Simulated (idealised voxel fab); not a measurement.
process module | voxel air gaps
cross-section cut | 175 nm wide | cells 5 nm
A cross-section is a grid of square cells, given in bands from the top down. A band is one or more rows of cells.
Each band's line starts with the height of the band's top and of its bottom, in nm. Then come its materials from left to right, each with its width in nm. One material with "throughout" fills the band from edge to edge. "air" is empty space.
Height 0 is the level under which the wafer as received is all one material. The lowest band goes on downwards, as in "0 down".
A width such as "30 to 40" changes by the same amount from each row of cells to the next, from the band's top row to its bottom row.
"no change" after a step means that no cell of the cross-section changed.
closed voids: empty space of 8 cells or more with no open way to the top, each as width x height at its distance from the left edge, in nm
after a step's settings: what the simulator itself notes on the step
overlay nm, on a step with a mask: how far to the right of its planned place the mask lay; to the left if negative
plan
1 op RECEIVE | material Si
2 op CONFORMAL_DEP | material SiO2 | thk nm 15
3 op CONFORMAL_DEP | material SiN | thk nm 5
4 op DIRECTIONAL_DEP | material SiO2 | thk nm 35
5 op MASKED_ETCH | tone open | mask id LINES | width nm 15 | pitch nm 40 | etch materials SiO2 | depth nm 35 | overlay nm 0
6 op CONFORMAL_DEP | material TiN | thk nm 5
7 op FILL_DEP | material Cu | thk nm 10
8 op CMP | height nm 55
9 op EPI | material Ru | thk nm 10
10 op SELECTIVE_ETCH | etch materials SiO2 | depth nm 45
11 op CONFORMAL_DEP | material SiCN | thk nm 5
varied across the wafers: width nm of step 5. The plan shows the first wafer's value. All wafers start alike
first wafer as received, after step 1
  0 down: Si throughout
  closed voids: none
each wafer at the end: cells of each material gained (+) or lost (-) since it was received, then its closed voids
width nm 15 | +24 Cu | +56 Ru | +127 SiCN | +35 SiN | +105 SiO2 | +60 TiN | closed voids: 15 x 25 at 40; 15 x 25 at 80; 15 x 25 at 120
width nm 20 | +48 Cu | +64 Ru | +61 SiCN | +35 SiN | +189 SiO2 | +64 TiN | closed voids: 10 x 25 at 165
width nm 25 | +72 Cu | +66 Ru | +61 SiCN | +35 SiN | +168 SiO2 | +68 TiN | closed voids: 10 x 25 at 0; 10 x 25 at 165
